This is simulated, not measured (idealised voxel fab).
Herein follows the process module entitled voxel ribs on slabs.
FYI the section here is cut, 165 nm wide, cells are 5 nm squares.
The cross-sections in this document take the form of a grid made of square cells. They are written out as bands, in order from top to bottom. Each band consists of one or more rows of cells. Read a band's entry like this: the first values are the height of its top and the height of its bottom in nm, and what follows is the sequence of materials from left to right, each with its width in nm. Note that "empty" is empty space, and that a single material marked "full width" reaches across the band from edge to edge. All heights in this document are referenced to 0, defined as the level beneath which the wafer, as received, consists entirely of one material. The lowest band is not bounded below; it extends indefinitely downward and is written in the form "top 0, no bottom". A width given as "30..40" starts at the first number in the band's top row and ends at the second number in its bottom row, shifting by an equal amount at every step from row to row. "no modification", as given for a step, is the statement that not any cell of the cross-section underwent a change during that step. Reported under the label "Completely sealed voids" are the empty spaces having no open way to the top and comprising 8 cells or more; the notation for each is width x height at distance, in which the distance is measured from the left edge and all three values are in nm. The remark found on a step's line after its settings is issued by the simulator itself and pertains to that step. Regarding "overlay nm": on a step with a mask, it is the distance the mask lay to the right of its planned place; a negative value places it to the left.
Steps planned for the process:
1: RECEIVE: material Si
2: DIRECTIONAL_DEP: material SiO2, thk nm 30
3: DIRECTIONAL_DEP: material SiN, thk nm 25
4: MASKED_ETCH: tone cover, mask id RIB, width nm 25, etch materials SiN, depth nm 15, overlay nm -15
5: DIRECTIONAL_DEP: material aC, thk nm 15
6: PATTERN: tone cover, mask id SLAB, material resist, width nm 55, thk nm 30, overlay nm 0
7: DIRECTIONAL_ETCH: etch materials aC, depth nm 15
8: STRIP: etch materials resist
9: DIRECTIONAL_ETCH: etch materials SiN, depth nm 10
10: STRIP: etch materials aC
11: FILL_DEP: material SiO2, thk nm 15
12: CMP: height nm 65
13: DIRECTIONAL_DEP: material W, thk nm 5
14: PATTERN: tone cover, mask id HEATER, material resist, width nm 35, thk nm 20, overlay nm 0
15: DIRECTIONAL_ETCH: etch materials W, depth nm 5
16: STRIP: etch materials resist
17: CONFORMAL_DEP: material SiO2, thk nm 5
All wafers enter the flow in the same state. The overlay nm at step 4 differs from wafer to wafer, and the plan gives the value for the first wafer.
First wafer of several, as received: cross-section after step 1:
	top 0, no bottom  Si full width
	Completely sealed voids: none
Module finished, last step 17 done: cross-section of the first of several wafers:
	top 75, bottom 70  60 nm empty, then 45 nm SiO2, then 60 nm empty
	top 70, bottom 65  65 nm SiO2, then 35 nm W, then 65 nm SiO2
	top 65, bottom 55  SiO2 full width
	top 55, bottom 40  55 nm SiO2, then 25 nm SiN, then 85 nm SiO2
	top 40, bottom 30  55 nm SiO2, then 55 nm SiN, then 55 nm SiO2
	top 30, bottom 0  SiO2 full width
	top 0, no bottom  Si full width
	Completely sealed voids: none
The module's end: a cross-section of the last wafer:
	top 75, bottom 70  60 nm empty, then 45 nm SiO2, then 60 nm empty
	top 70, bottom 65  65 nm SiO2, then 35 nm W, then 65 nm SiO2
	top 65, bottom 55  SiO2 full width
	top 55, bottom 40  85 nm SiO2, then 25 nm SiN, then 55 nm SiO2
	top 40, bottom 30  55 nm SiO2, then 55 nm SiN, then 55 nm SiO2
	top 30, bottom 0  SiO2 full width
	top 0, no bottom  Si full width
	Completely sealed voids: none
Where each wafer stands at the end of the module, a row apiece: cells of each material gained (+) or lost (-) since it was received, then closed voids:
overlay nm -15, +37 SiN, +427 SiO2, +7 W, Completely sealed voids: none
overlay nm -10, +37 SiN, +427 SiO2, +7 W, Completely sealed voids: none
overlay nm -5, +37 SiN, +427 SiO2, +7 W, Completely sealed voids: none
overlay nm 0, +37 SiN, +427 SiO2, +7 W, Completely sealed voids: none
overlay nm 5, +37 SiN, +427 SiO2, +7 W, Completely sealed voids: none
overlay nm 10, +37 SiN, +427 SiO2, +7 W, Completely sealed voids: none
overlay nm 15, +37 SiN, +427 SiO2, +7 W, Completely sealed voids: none
